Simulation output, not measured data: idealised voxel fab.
process module | voxel wiring stack
cross-section cut | 205 nm wide | cells 5 nm
A cross-section is a grid of square cells, given in bands from the top down. A band is one or more rows of cells.
Each band's line starts with the height of the band's top and of its bottom, in nm. Then come its materials from left to right, each with its width in nm. One material with "throughout" fills the band from edge to edge. "air" is empty space.
Height 0 is the level under which the wafer as received is all one material. The lowest band goes on downwards, as in "0 down".
A width such as "30 to 40" changes by the same amount from each row of cells to the next, from the band's top row to its bottom row.
"no change" after a step means that no cell of the cross-section changed.
closed voids: empty space of 8 cells or more with no open way to the top, each as width x height at its distance from the left edge, in nm
after a step's settings: what the simulator itself notes on the step
overlay nm, on a step with a mask: how far to the right of its planned place the mask lay; to the left if negative
Each pair below shows a cross-section before one step and the cross-section after it, down to the lowest band that changed. The line under each pair gives the step between them, with its settings. The pairs can come from different runs of this module on the same starting wafer, so a pair continues from the pair above only where its "before" says so.
before
  0 down: Si throughout
  closed voids: none
after
  10 to 0: SiO2 throughout
  below 0: unchanged
  closed voids: none
the step between: op CONFORMAL_DEP | material SiO2 | thk nm 10
before: the cross-section after the pair above
after
  15 to 10: TiN throughout
  below 10: unchanged
  closed voids: none
the step between: op DIRECTIONAL_DEP | material TiN | thk nm 5
before: the cross-section after the pair above
after
  40 to 15: W throughout
  below 15: unchanged
  closed voids: none
the step between: op DIRECTIONAL_DEP | material W | thk nm 25
before: the cross-section after the pair above
after
  55 to 40: aC throughout
  below 40: unchanged
  closed voids: none
the step between: op DIRECTIONAL_DEP | material aC | thk nm 15
before: the cross-section after the pair above
after
  90 to 55: air 30 | resist 20 | air 20 | resist 20 | air 20 | resist 20 | air 20 | resist 20 | air 35
  below 55: unchanged
  closed voids: none
the step between: op PATTERN | tone cover | mask id METAL_1 | material resist | width nm 20 | pitch nm 40 | thk nm 35 | overlay nm 0
before: the cross-section after the pair above
after
  75 to 55: air 30 | resist 20 | air 20 | resist 20 | air 20 | resist 20 | air 20 | resist 20 | air 35
  55 to 40: air 30 | aC 20 | air 20 | aC 20 | air 20 | aC 20 | air 20 | aC 20 | air 35
  below 40: unchanged
  closed voids: none
the step between: op DIRECTIONAL_ETCH | etch materials aC | depth nm 15
before: the cross-section after the pair above
after
  55 to 40: air 30 | aC 20 | air 20 | aC 20 | air 20 | aC 20 | air 20 | aC 20 | air 35
  below 40: unchanged
  closed voids: none
the step between: op STRIP | etch materials resist
before: the cross-section after the pair above
after
  55 to 40: air 30 | aC 20 | air 20 | aC 20 | air 20 | aC 20 | air 20 | aC 20 | air 35
  40 to 15: air 30 | W 20 | air 20 | W 20 | air 20 | W 20 | air 20 | W 20 | air 35
  below 15: unchanged
  closed voids: none
the step between: op DIRECTIONAL_ETCH | etch materials W | depth nm 25
before: the cross-section after the pair above
after
  55 to 40: air 30 | aC 20 | air 20 | aC 20 | air 20 | aC 20 | air 20 | aC 20 | air 35
  40 to 15: air 30 | W 20 | air 20 | W 20 | air 20 | W 20 | air 20 | W 20 | air 35
  15 to 10: air 30 | TiN 20 | air 20 | TiN 20 | air 20 | TiN 20 | air 20 | TiN 20 | air 35
  below 10: unchanged
  closed voids: none
the step between: op DIRECTIONAL_ETCH | etch materials TiN | depth nm 5
before: the cross-section after the pair above
after
  40 to 15: air 30 | W 20 | air 20 | W 20 | air 20 | W 20 | air 20 | W 20 | air 35
  below 15: unchanged
  closed voids: none
the step between: op STRIP | etch materials aC
before: the cross-section after the pair above
after
  45 to 40: SiO2 throughout
  40 to 15: SiO2 30 | W 20 | SiO2 20 | W 20 | SiO2 20 | W 20 | SiO2 20 | W 20 | SiO2 35
  15 to 10: SiO2 30 | TiN 20 | SiO2 20 | TiN 20 | SiO2 20 | TiN 20 | SiO2 20 | TiN 20 | SiO2 35
  below 10: unchanged
  closed voids: none
the step between: op FILL_DEP | material SiO2 | thk nm 5
before: the cross-section after the pair above
after
  40 to 15: SiO2 30 | W 20 | SiO2 20 | W 20 | SiO2 20 | W 20 | SiO2 20 | W 20 | SiO2 35
  below 15: unchanged
  closed voids: none
the step between: op CMP | height nm 40
before: the cross-section after the pair above
after
  45 to 40: SiCN throughout
  below 40: unchanged
  closed voids: none
the step between: op CONFORMAL_DEP | material SiCN | thk nm 5
before: the cross-section after the pair above
after
  75 to 45: SiO2 throughout
  below 45: unchanged
  closed voids: none
the step between: op DIRECTIONAL_DEP | material SiO2 | thk nm 30
before: the cross-section after the pair above
after
  75 to 45: SiO2 30 | air 15 | SiO2 25 | air 15 | SiO2 25 | air 15 | SiO2 25 | air 15 | SiO2 40
  below 45: unchanged
  closed voids: none
the step between: op MASKED_ETCH | tone open | mask id METAL_2_HOLES | width nm 15 | pitch nm 40 | etch materials SiO2 | depth nm 30 | overlay nm 0
before: the cross-section after the pair above
after
  75 to 55: SiO2 30 | air 20 | SiO2 20 | air 20 | SiO2 20 | air 20 | SiO2 20 | air 20 | SiO2 35
  below 55: unchanged
  closed voids: none
the step between: op MASKED_ETCH | tone open | mask id METAL_2 | width nm 20 | pitch nm 40 | etch materials SiO2 | depth nm 20 | overlay nm 0
before: the cross-section after the pair above
after
  75 to 55: SiO2 30 | air 20 | SiO2 20 | air 20 | SiO2 20 | air 20 | SiO2 20 | air 20 | SiO2 35
  55 to 45: SiO2 30 | air 15 | SiO2 25 | air 15 | SiO2 25 | air 15 | SiO2 25 | air 15 | SiO2 40
  45 to 40: SiCN 30 | air 15 | SiCN 25 | air 15 | SiCN 25 | air 15 | SiCN 25 | air 15 | SiCN 40
  below 40: unchanged
  closed voids: none
the step between: op MASKED_ETCH | tone open | mask id METAL_2 | width nm 20 | pitch nm 40 | etch materials SiCN | depth nm 5 | overlay nm 0
before: the cross-section after the pair above
after
  80 to 75: TiN 35 | air 10 | TiN 30 | air 10 | TiN 30 | air 10 | TiN 30 | air 10 | TiN 40
  75 to 60: SiO2 30 | TiN 5 | air 10 | TiN 5 | SiO2 20 | TiN 5 | air 10 | TiN 5 | SiO2 20 | TiN 5 | air 10 | TiN 5 | SiO2 20 | TiN 5 | air 10 | TiN 5 | SiO2 35
  60 to 55: SiO2 30 | TiN 5 | air 5 | TiN 10 | SiO2 20 | TiN 5 | air 5 | TiN 10 | SiO2 20 | TiN 5 | air 5 | TiN 10 | SiO2 20 | TiN 5 | air 5 | TiN 10 | SiO2 35
  55 to 45: SiO2 30 | TiN 5 | air 5 | TiN 5 | SiO2 25 | TiN 5 | air 5 | TiN 5 | SiO2 25 | TiN 5 | air 5 | TiN 5 | SiO2 25 | TiN 5 | air 5 | TiN 5 | SiO2 40
  45 to 40: SiCN 30 | TiN 15 | SiCN 25 | TiN 15 | SiCN 25 | TiN 15 | SiCN 25 | TiN 15 | SiCN 40
  below 40: unchanged
  closed voids: none
the step between: op CONFORMAL_DEP | material TiN | thk nm 5
before: the cross-section after the pair above
after
  85 to 80: Ru throughout
  80 to 75: TiN 35 | Ru 10 | TiN 30 | Ru 10 | TiN 30 | Ru 10 | TiN 30 | Ru 10 | TiN 40
  75 to 60: SiO2 30 | TiN 5 | Ru 10 | TiN 5 | SiO2 20 | TiN 5 | Ru 10 | TiN 5 | SiO2 20 | TiN 5 | Ru 10 | TiN 5 | SiO2 20 | TiN 5 | Ru 10 | TiN 5 | SiO2 35
  60 to 55: SiO2 30 | TiN 5 | Ru 5 | TiN 10 | SiO2 20 | TiN 5 | Ru 5 | TiN 10 | SiO2 20 | TiN 5 | Ru 5 | TiN 10 | SiO2 20 | TiN 5 | Ru 5 | TiN 10 | SiO2 35
  55 to 45: SiO2 30 | TiN 5 | Ru 5 | TiN 5 | SiO2 25 | TiN 5 | Ru 5 | TiN 5 | SiO2 25 | TiN 5 | Ru 5 | TiN 5 | SiO2 25 | TiN 5 | Ru 5 | TiN 5 | SiO2 40
  below 45: unchanged
  closed voids: none
the step between: op FILL_DEP | material Ru | thk nm 5
before: the cross-section after the pair above
after
  75 to 60: SiO2 30 | TiN 5 | Ru 10 | TiN 5 | SiO2 20 | TiN 5 | Ru 10 | TiN 5 | SiO2 20 | TiN 5 | Ru 10 | TiN 5 | SiO2 20 | TiN 5 | Ru 10 | TiN 5 | SiO2 35
  below 60: unchanged
  closed voids: none
the step between: op CMP | height nm 75
before: the cross-section after the pair above
after
  80 to 75: SiCN throughout
  below 75: unchanged
  closed voids: none
the step between: op CONFORMAL_DEP | material SiCN | thk nm 5
before: the cross-section after the pair above
after
  100 to 80: SiO2 throughout
  below 80: unchanged
  closed voids: none
the step between: op DIRECTIONAL_DEP | material SiO2 | thk nm 20
before: the cross-section after the pair above
after
  100 to 80: SiO2 30 | air 15 | SiO2 65 | air 15 | SiO2 80
  below 80: unchanged
  closed voids: none
the step between: op MASKED_ETCH | tone open | mask id PLUG_2 | width nm 15 | pitch nm 80 | etch materials SiO2 | depth nm 20 | overlay nm 0
before: the cross-section after the pair above
after
  100 to 80: SiO2 30 | air 15 | SiO2 65 | air 15 | SiO2 80
  80 to 75: SiCN 30 | air 15 | SiCN 65 | air 15 | SiCN 80
  below 75: unchanged
  closed voids: none
the step between: op MASKED_ETCH | tone open | mask id PLUG_2 | width nm 15 | pitch nm 80 | etch materials SiCN | depth nm 5 | overlay nm 0
before: the cross-section after the pair above
after
  105 to 100: TiN 35 | air 5 | TiN 75 | air 5 | TiN 85
  100 to 80: SiO2 30 | TiN 5 | air 5 | TiN 5 | SiO2 65 | TiN 5 | air 5 | TiN 5 | SiO2 80
  80 to 75: SiCN 30 | TiN 15 | SiCN 65 | TiN 15 | SiCN 80
  below 75: unchanged
  closed voids: none
the step between: op CONFORMAL_DEP | material TiN | thk nm 5
before: the cross-section after the pair above
after
  115 to 105: W throughout
  105 to 100: TiN 35 | W 5 | TiN 75 | W 5 | TiN 85
  100 to 80: SiO2 30 | TiN 5 | W 5 | TiN 5 | SiO2 65 | TiN 5 | W 5 | TiN 5 | SiO2 80
  below 80: unchanged
  closed voids: none
the step between: op FILL_DEP | material W | thk nm 10
before: the cross-section after the pair above
after
  100 to 80: SiO2 30 | TiN 5 | W 5 | TiN 5 | SiO2 65 | TiN 5 | W 5 | TiN 5 | SiO2 80
  below 80: unchanged
  closed voids: none
the step between: op CMP | height nm 100
before: the cross-section after the pair above
after
  105 to 100: SiN throughout
  below 100: unchanged
  closed voids: none
the step between: op CONFORMAL_DEP | material SiN | thk nm 5
before: the cross-section after the pair above
after
  125 to 105: lowk throughout
  below 105: unchanged
  closed voids: none
the step between: op DIRECTIONAL_DEP | material lowk | thk nm 20
before: the cross-section after the pair above
after
  125 to 105: lowk 30 | air 20 | lowk 20 | air 20 | lowk 20 | air 20 | lowk 20 | air 20 | lowk 35
  below 105: unchanged
  closed voids: none
the step between: op MASKED_ETCH | tone open | mask id METAL_3 | width nm 20 | pitch nm 40 | etch materials lowk | depth nm 20 | overlay nm 0
before: the cross-section after the pair above
after
  125 to 105: lowk 30 | air 20 | lowk 20 | air 20 | lowk 20 | air 20 | lowk 20 | air 20 | lowk 35
  105 to 100: SiN 30 | air 20 | SiN 20 | air 20 | SiN 20 | air 20 | SiN 20 | air 20 | SiN 35
  below 100: unchanged
  closed voids: none
the step between: op MASKED_ETCH | tone open | mask id METAL_3 | width nm 20 | pitch nm 40 | etch materials SiN | depth nm 5 | overlay nm 0
before: the cross-section after the pair above
after
  130 to 125: TiN 35 | air 10 | TiN 30 | air 10 | TiN 30 | air 10 | TiN 30 | air 10 | TiN 40
  125 to 105: lowk 30 | TiN 5 | air 10 | TiN 5 | lowk 20 | TiN 5 | air 10 | TiN 5 | lowk 20 | TiN 5 | air 10 | TiN 5 | lowk 20 | TiN 5 | air 10 | TiN 5 | lowk 35
  105 to 100: SiN 30 | TiN 20 | SiN 20 | TiN 20 | SiN 20 | TiN 20 | SiN 20 | TiN 20 | SiN 35
  below 100: unchanged
  closed voids: none
the step between: op CONFORMAL_DEP | material TiN | thk nm 5
before: the cross-section after the pair above
after
  135 to 130: Cu throughout
  130 to 125: TiN 35 | Cu 10 | TiN 30 | Cu 10 | TiN 30 | Cu 10 | TiN 30 | Cu 10 | TiN 40
  125 to 105: lowk 30 | TiN 5 | Cu 10 | TiN 5 | lowk 20 | TiN 5 | Cu 10 | TiN 5 | lowk 20 | TiN 5 | Cu 10 | TiN 5 | lowk 20 | TiN 5 | Cu 10 | TiN 5 | lowk 35
  below 105: unchanged
  closed voids: none
the step between: op FILL_DEP | material Cu | thk nm 5
before: the cross-section after the pair above
after
  125 to 105: lowk 30 | TiN 5 | Cu 10 | TiN 5 | lowk 20 | TiN 5 | Cu 10 | TiN 5 | lowk 20 | TiN 5 | Cu 10 | TiN 5 | lowk 20 | TiN 5 | Cu 10 | TiN 5 | lowk 35
  below 105: unchanged
  closed voids: none
the step between: op CMP | height nm 125
before: the cross-section after the pair above
after
  130 to 125: SiCN throughout
  below 125: unchanged
  closed voids: none
the step between: op CONFORMAL_DEP | material SiCN | thk nm 5
before
  10 to 0: SiO2 throughout
  0 down: Si throughout
  closed voids: none
after
  35 to 10: W throughout
  below 10: unchanged
  closed voids: none
the step between: op DIRECTIONAL_DEP | material W | thk nm 25
before: the cross-section after the pair above
after
  50 to 35: aC throughout
  below 35: unchanged
  closed voids: none
the step between: op DIRECTIONAL_DEP | material aC | thk nm 15
before: the cross-section after the pair above
after
  85 to 50: air 30 | resist 20 | air 20 | resist 20 | air 20 | resist 20 | air 20 | resist 20 | air 35
  below 50: unchanged
  closed voids: none
the step between: op PATTERN | tone cover | mask id METAL_1 | material resist | width nm 20 | pitch nm 40 | thk nm 35 | overlay nm 0
before: the cross-section after the pair above
after
  70 to 50: air 30 | resist 20 | air 20 | resist 20 | air 20 | resist 20 | air 20 | resist 20 | air 35
  50 to 35: air 30 | aC 20 | air 20 | aC 20 | air 20 | aC 20 | air 20 | aC 20 | air 35
  below 35: unchanged
  closed voids: none
the step between: op DIRECTIONAL_ETCH | etch materials aC | depth nm 15
before: the cross-section after the pair above
after
  50 to 35: air 30 | aC 20 | air 20 | aC 20 | air 20 | aC 20 | air 20 | aC 20 | air 35
  below 35: unchanged
  closed voids: none
the step between: op STRIP | etch materials resist
before: the cross-section after the pair above
after
  50 to 35: air 30 | aC 20 | air 20 | aC 20 | air 20 | aC 20 | air 20 | aC 20 | air 35
  35 to 10: air 30 | W 20 | air 20 | W 20 | air 20 | W 20 | air 20 | W 20 | air 35
  below 10: unchanged
  closed voids: none
the step between: op DIRECTIONAL_ETCH | etch materials W | depth nm 25
before: the cross-section after the pair above
after
  35 to 10: air 30 | W 20 | air 20 | W 20 | air 20 | W 20 | air 20 | W 20 | air 35
  below 10: unchanged
  closed voids: none
the step between: op STRIP | etch materials aC
before: the cross-section after the pair above
after
  40 to 35: SiO2 throughout
  35 to 10: SiO2 30 | W 20 | SiO2 20 | W 20 | SiO2 20 | W 20 | SiO2 20 | W 20 | SiO2 35
  below 10: unchanged
  closed voids: none
the step between: op FILL_DEP | material SiO2 | thk nm 5
before: the cross-section after the pair above
after
  45 to 40: SiCN throughout
  below 40: unchanged
  closed voids: none
the step between: op CONFORMAL_DEP | material SiCN | thk nm 5
before: the cross-section after the pair above
after
  75 to 45: SiO2 throughout
  below 45: unchanged
  closed voids: none
the step between: op DIRECTIONAL_DEP | material SiO2 | thk nm 30
before: the cross-section after the pair above
after
  75 to 45: SiO2 30 | air 15 | SiO2 25 | air 15 | SiO2 25 | air 15 | SiO2 25 | air 15 | SiO2 40
  below 45: unchanged
  closed voids: none
the step between: op MASKED_ETCH | tone open | mask id METAL_2_HOLES | width nm 15 | pitch nm 40 | etch materials SiO2 | depth nm 30 | overlay nm 0
before: the cross-section after the pair above
after
  75 to 55: SiO2 30 | air 20 | SiO2 20 | air 20 | SiO2 20 | air 20 | SiO2 20 | air 20 | SiO2 35
  below 55: unchanged
  closed voids: none
the step between: op MASKED_ETCH | tone open | mask id METAL_2 | width nm 20 | pitch nm 40 | etch materials SiO2 | depth nm 20 | overlay nm 0
before: the cross-section after the pair above
after
  75 to 55: SiO2 30 | air 20 | SiO2 20 | air 20 | SiO2 20 | air 20 | SiO2 20 | air 20 | SiO2 35
  55 to 45: SiO2 30 | air 15 | SiO2 25 | air 15 | SiO2 25 | air 15 | SiO2 25 | air 15 | SiO2 40
  45 to 40: SiCN 30 | air 15 | SiCN 25 | air 15 | SiCN 25 | air 15 | SiCN 25 | air 15 | SiCN 40
  below 40: unchanged
  closed voids: none
the step between: op MASKED_ETCH | tone open | mask id METAL_2 | width nm 20 | pitch nm 40 | etch materials SiCN | depth nm 5 | overlay nm 0
before: the cross-section after the pair above
after
  80 to 75: TiN 35 | air 10 | TiN 30 | air 10 | TiN 30 | air 10 | TiN 30 | air 10 | TiN 40
  75 to 60: SiO2 30 | TiN 5 | air 10 | TiN 5 | SiO2 20 | TiN 5 | air 10 | TiN 5 | SiO2 20 | TiN 5 | air 10 | TiN 5 | SiO2 20 | TiN 5 | air 10 | TiN 5 | SiO2 35
  60 to 55: SiO2 30 | TiN 5 | air 5 | TiN 10 | SiO2 20 | TiN 5 | air 5 | TiN 10 | SiO2 20 | TiN 5 | air 5 | TiN 10 | SiO2 20 | TiN 5 | air 5 | TiN 10 | SiO2 35
  55 to 45: SiO2 30 | TiN 5 | air 5 | TiN 5 | SiO2 25 | TiN 5 | air 5 | TiN 5 | SiO2 25 | TiN 5 | air 5 | TiN 5 | SiO2 25 | TiN 5 | air 5 | TiN 5 | SiO2 40
  45 to 40: SiCN 30 | TiN 15 | SiCN 25 | TiN 15 | SiCN 25 | TiN 15 | SiCN 25 | TiN 15 | SiCN 40
  below 40: unchanged
  closed voids: none
the step between: op CONFORMAL_DEP | material TiN | thk nm 5
before: the cross-section after the pair above
after
  85 to 80: Ru throughout
  80 to 75: TiN 35 | Ru 10 | TiN 30 | Ru 10 | TiN 30 | Ru 10 | TiN 30 | Ru 10 | TiN 40
  75 to 60: SiO2 30 | TiN 5 | Ru 10 | TiN 5 | SiO2 20 | TiN 5 | Ru 10 | TiN 5 | SiO2 20 | TiN 5 | Ru 10 | TiN 5 | SiO2 20 | TiN 5 | Ru 10 | TiN 5 | SiO2 35
  60 to 55: SiO2 30 | TiN 5 | Ru 5 | TiN 10 | SiO2 20 | TiN 5 | Ru 5 | TiN 10 | SiO2 20 | TiN 5 | Ru 5 | TiN 10 | SiO2 20 | TiN 5 | Ru 5 | TiN 10 | SiO2 35
  55 to 45: SiO2 30 | TiN 5 | Ru 5 | TiN 5 | SiO2 25 | TiN 5 | Ru 5 | TiN 5 | SiO2 25 | TiN 5 | Ru 5 | TiN 5 | SiO2 25 | TiN 5 | Ru 5 | TiN 5 | SiO2 40
  below 45: unchanged
  closed voids: none
the step between: op FILL_DEP | material Ru | thk nm 5
before: the cross-section after the pair above
after
  75 to 60: SiO2 30 | TiN 5 | Ru 10 | TiN 5 | SiO2 20 | TiN 5 | Ru 10 | TiN 5 | SiO2 20 | TiN 5 | Ru 10 | TiN 5 | SiO2 20 | TiN 5 | Ru 10 | TiN 5 | SiO2 35
  below 60: unchanged
  closed voids: none
the step between: op CMP | height nm 75
before: the cross-section after the pair above
after
  80 to 75: SiCN throughout
  below 75: unchanged
  closed voids: none
the step between: op CONFORMAL_DEP | material SiCN | thk nm 5
before: the cross-section after the pair above
after
  100 to 80: SiO2 throughout
  below 80: unchanged
  closed voids: none
the step between: op DIRECTIONAL_DEP | material SiO2 | thk nm 20
before: the cross-section after the pair above
after
  100 to 80: SiO2 30 | air 15 | SiO2 65 | air 15 | SiO2 80
  below 80: unchanged
  closed voids: none
the step between: op MASKED_ETCH | tone open | mask id PLUG_2 | width nm 15 | pitch nm 80 | etch materials SiO2 | depth nm 20 | overlay nm 0
before: the cross-section after the pair above
after
  100 to 80: SiO2 30 | air 15 | SiO2 65 | air 15 | SiO2 80
  80 to 75: SiCN 30 | air 15 | SiCN 65 | air 15 | SiCN 80
  below 75: unchanged
  closed voids: none
the step between: op MASKED_ETCH | tone open | mask id PLUG_2 | width nm 15 | pitch nm 80 | etch materials SiCN | depth nm 5 | overlay nm 0
before: the cross-section after the pair above
after
  105 to 100: TiN 35 | air 5 | TiN 75 | air 5 | TiN 85
  100 to 80: SiO2 30 | TiN 5 | air 5 | TiN 5 | SiO2 65 | TiN 5 | air 5 | TiN 5 | SiO2 80
  80 to 75: SiCN 30 | TiN 15 | SiCN 65 | TiN 15 | SiCN 80
  below 75: unchanged
  closed voids: none
the step between: op CONFORMAL_DEP | material TiN | thk nm 5
before: the cross-section after the pair above
after
  115 to 105: W throughout
  105 to 100: TiN 35 | W 5 | TiN 75 | W 5 | TiN 85
  100 to 80: SiO2 30 | TiN 5 | W 5 | TiN 5 | SiO2 65 | TiN 5 | W 5 | TiN 5 | SiO2 80
  below 80: unchanged
  closed voids: none
the step between: op FILL_DEP | material W | thk nm 10
before: the cross-section after the pair above
after
  100 to 80: SiO2 30 | TiN 5 | W 5 | TiN 5 | SiO2 65 | TiN 5 | W 5 | TiN 5 | SiO2 80
  below 80: unchanged
  closed voids: none
the step between: op CMP | height nm 100
before: the cross-section after the pair above
after
  105 to 100: SiN throughout
  below 100: unchanged
  closed voids: none
the step between: op CONFORMAL_DEP | material SiN | thk nm 5
before: the cross-section after the pair above
after
  125 to 105: lowk throughout
  below 105: unchanged
  closed voids: none
the step between: op DIRECTIONAL_DEP | material lowk | thk nm 20
before: the cross-section after the pair above
after
  125 to 105: lowk 30 | air 20 | lowk 20 | air 20 | lowk 20 | air 20 | lowk 20 | air 20 | lowk 35
  below 105: unchanged
  closed voids: none
the step between: op MASKED_ETCH | tone open | mask id METAL_3 | width nm 20 | pitch nm 40 | etch materials lowk | depth nm 20 | overlay nm 0
before: the cross-section after the pair above
after
  125 to 105: lowk 30 | air 20 | lowk 20 | air 20 | lowk 20 | air 20 | lowk 20 | air 20 | lowk 35
  105 to 100: SiN 30 | air 20 | SiN 20 | air 20 | SiN 20 | air 20 | SiN 20 | air 20 | SiN 35
  below 100: unchanged
  closed voids: none
the step between: op MASKED_ETCH | tone open | mask id METAL_3 | width nm 20 | pitch nm 40 | etch materials SiN | depth nm 5 | overlay nm 0
before: the cross-section after the pair above
after
  130 to 125: TiN 35 | air 10 | TiN 30 | air 10 | TiN 30 | air 10 | TiN 30 | air 10 | TiN 40
  125 to 105: lowk 30 | TiN 5 | air 10 | TiN 5 | lowk 20 | TiN 5 | air 10 | TiN 5 | lowk 20 | TiN 5 | air 10 | TiN 5 | lowk 20 | TiN 5 | air 10 | TiN 5 | lowk 35
  105 to 100: SiN 30 | TiN 20 | SiN 20 | TiN 20 | SiN 20 | TiN 20 | SiN 20 | TiN 20 | SiN 35
  below 100: unchanged
  closed voids: none
the step between: op CONFORMAL_DEP | material TiN | thk nm 5
before: the cross-section after the pair above
after
  135 to 130: Cu throughout
  130 to 125: TiN 35 | Cu 10 | TiN 30 | Cu 10 | TiN 30 | Cu 10 | TiN 30 | Cu 10 | TiN 40
  125 to 105: lowk 30 | TiN 5 | Cu 10 | TiN 5 | lowk 20 | TiN 5 | Cu 10 | TiN 5 | lowk 20 | TiN 5 | Cu 10 | TiN 5 | lowk 20 | TiN 5 | Cu 10 | TiN 5 | lowk 35
  below 105: unchanged
  closed voids: none
the step between: op FILL_DEP | material Cu | thk nm 5
before: the cross-section after the pair above
after
  125 to 105: lowk 30 | TiN 5 | Cu 10 | TiN 5 | lowk 20 | TiN 5 | Cu 10 | TiN 5 | lowk 20 | TiN 5 | Cu 10 | TiN 5 | lowk 20 | TiN 5 | Cu 10 | TiN 5 | lowk 35
  below 105: unchanged
  closed voids: none
the step between: op CMP | height nm 125
before: the cross-section after the pair above
after
  130 to 125: SiCN throughout
  below 125: unchanged
  closed voids: none
the step between: op CONFORMAL_DEP | material SiCN | thk nm 5
before
  75 to 45: SiO2 throughout
  45 to 40: SiCN throughout
  40 to 15: SiO2 30 | W 20 | SiO2 20 | W 20 | SiO2 20 | W 20 | SiO2 20 | W 20 | SiO2 35
  15 to 10: SiO2 30 | TiN 20 | SiO2 20 | TiN 20 | SiO2 20 | TiN 20 | SiO2 20 | TiN 20 | SiO2 35
  10 to 0: SiO2 throughout
  0 down: Si throughout
  closed voids: none
after
  105 to 45: SiO2 throughout
  below 45: unchanged
  closed voids: none
the step between: op DIRECTIONAL_DEP | material SiO2 | thk nm 30
before: the cross-section after the pair above
after
  105 to 75: SiO2 30 | air 15 | SiO2 25 | air 15 | SiO2 25 | air 15 | SiO2 25 | air 15 | SiO2 40
  below 75: unchanged
  closed voids: none
the step between: op MASKED_ETCH | tone open | mask id METAL_2_HOLES | width nm 15 | pitch nm 40 | etch materials SiO2 | depth nm 30 | overlay nm 0
before: the cross-section after the pair above
after
  105 to 85: SiO2 30 | air 20 | SiO2 20 | air 20 | SiO2 20 | air 20 | SiO2 20 | air 20 | SiO2 35
  85 to 55: SiO2 30 | air 15 | SiO2 25 | air 15 | SiO2 25 | air 15 | SiO2 25 | air 15 | SiO2 40
  below 55: unchanged
  closed voids: none
the step between: op MASKED_ETCH | tone open | mask id METAL_2 | width nm 20 | pitch nm 40 | etch materials SiO2 | depth nm 20 | overlay nm 0
before: the cross-section after the pair above
after
  110 to 105: TiN 35 | air 10 | TiN 30 | air 10 | TiN 30 | air 10 | TiN 30 | air 10 | TiN 40
  105 to 90: SiO2 30 | TiN 5 | air 10 | TiN 5 | SiO2 20 | TiN 5 | air 10 | TiN 5 | SiO2 20 | TiN 5 | air 10 | TiN 5 | SiO2 20 | TiN 5 | air 10 | TiN 5 | SiO2 35
  90 to 85: SiO2 30 | TiN 5 | air 5 | TiN 10 | SiO2 20 | TiN 5 | air 5 | TiN 10 | SiO2 20 | TiN 5 | air 5 | TiN 10 | SiO2 20 | TiN 5 | air 5 | TiN 10 | SiO2 35
  85 to 60: SiO2 30 | TiN 5 | air 5 | TiN 5 | SiO2 25 | TiN 5 | air 5 | TiN 5 | SiO2 25 | TiN 5 | air 5 | TiN 5 | SiO2 25 | TiN 5 | air 5 | TiN 5 | SiO2 40
  60 to 55: SiO2 30 | TiN 15 | SiO2 25 | TiN 15 | SiO2 25 | TiN 15 | SiO2 25 | TiN 15 | SiO2 40
  below 55: unchanged
  closed voids: none
the step between: op CONFORMAL_DEP | material TiN | thk nm 5
before: the cross-section after the pair above
after
  115 to 110: Ru throughout
  110 to 105: TiN 35 | Ru 10 | TiN 30 | Ru 10 | TiN 30 | Ru 10 | TiN 30 | Ru 10 | TiN 40
  105 to 90: SiO2 30 | TiN 5 | Ru 10 | TiN 5 | SiO2 20 | TiN 5 | Ru 10 | TiN 5 | SiO2 20 | TiN 5 | Ru 10 | TiN 5 | SiO2 20 | TiN 5 | Ru 10 | TiN 5 | SiO2 35
  90 to 85: SiO2 30 | TiN 5 | Ru 5 | TiN 10 | SiO2 20 | TiN 5 | Ru 5 | TiN 10 | SiO2 20 | TiN 5 | Ru 5 | TiN 10 | SiO2 20 | TiN 5 | Ru 5 | TiN 10 | SiO2 35
  85 to 60: SiO2 30 | TiN 5 | Ru 5 | TiN 5 | SiO2 25 | TiN 5 | Ru 5 | TiN 5 | SiO2 25 | TiN 5 | Ru 5 | TiN 5 | SiO2 25 | TiN 5 | Ru 5 | TiN 5 | SiO2 40
  below 60: unchanged
  closed voids: none
the step between: op FILL_DEP | material Ru | thk nm 5
before: the cross-section after the pair above
after
  75 to 60: SiO2 30 | TiN 5 | Ru 5 | TiN 5 | SiO2 25 | TiN 5 | Ru 5 | TiN 5 | SiO2 25 | TiN 5 | Ru 5 | TiN 5 | SiO2 25 | TiN 5 | Ru 5 | TiN 5 | SiO2 40
  below 60: unchanged
  closed voids: none
the step between: op CMP | height nm 75
before: the cross-section after the pair above
after
  80 to 75: SiCN throughout
  below 75: unchanged
  closed voids: none
the step between: op CONFORMAL_DEP | material SiCN | thk nm 5
before: the cross-section after the pair above
after
  100 to 80: SiO2 throughout
  below 80: unchanged
  closed voids: none
the step between: op DIRECTIONAL_DEP | material SiO2 | thk nm 20
before: the cross-section after the pair above
after
  100 to 80: SiO2 30 | air 15 | SiO2 65 | air 15 | SiO2 80
  below 80: unchanged
  closed voids: none
the step between: op MASKED_ETCH | tone open | mask id PLUG_2 | width nm 15 | pitch nm 80 | etch materials SiO2 | depth nm 20 | overlay nm 0
before: the cross-section after the pair above
after
  100 to 80: SiO2 30 | air 15 | SiO2 65 | air 15 | SiO2 80
  80 to 75: SiCN 30 | air 15 | SiCN 65 | air 15 | SiCN 80
  below 75: unchanged
  closed voids: none
the step between: op MASKED_ETCH | tone open | mask id PLUG_2 | width nm 15 | pitch nm 80 | etch materials SiCN | depth nm 5 | overlay nm 0
before: the cross-section after the pair above
after
  105 to 100: TiN 35 | air 5 | TiN 75 | air 5 | TiN 85
  100 to 80: SiO2 30 | TiN 5 | air 5 | TiN 5 | SiO2 65 | TiN 5 | air 5 | TiN 5 | SiO2 80
  80 to 75: SiCN 30 | TiN 15 | SiCN 65 | TiN 15 | SiCN 80
  below 75: unchanged
  closed voids: none
the step between: op CONFORMAL_DEP | material TiN | thk nm 5
before: the cross-section after the pair above
after
  115 to 105: W throughout
  105 to 100: TiN 35 | W 5 | TiN 75 | W 5 | TiN 85
  100 to 80: SiO2 30 | TiN 5 | W 5 | TiN 5 | SiO2 65 | TiN 5 | W 5 | TiN 5 | SiO2 80
  below 80: unchanged
  closed voids: none
the step between: op FILL_DEP | material W | thk nm 10
before: the cross-section after the pair above
after
  100 to 80: SiO2 30 | TiN 5 | W 5 | TiN 5 | SiO2 65 | TiN 5 | W 5 | TiN 5 | SiO2 80
  below 80: unchanged
  closed voids: none
the step between: op CMP | height nm 100
before: the cross-section after the pair above
after
  105 to 100: SiN throughout
  below 100: unchanged
  closed voids: none
the step between: op CONFORMAL_DEP | material SiN | thk nm 5
before: the cross-section after the pair above
after
  125 to 105: lowk throughout
  below 105: unchanged
  closed voids: none
the step between: op DIRECTIONAL_DEP | material lowk | thk nm 20
before: the cross-section after the pair above
after
  125 to 105: lowk 30 | air 20 | lowk 20 | air 20 | lowk 20 | air 20 | lowk 20 | air 20 | lowk 35
  below 105: unchanged
  closed voids: none
the step between: op MASKED_ETCH | tone open | mask id METAL_3 | width nm 20 | pitch nm 40 | etch materials lowk | depth nm 20 | overlay nm 0
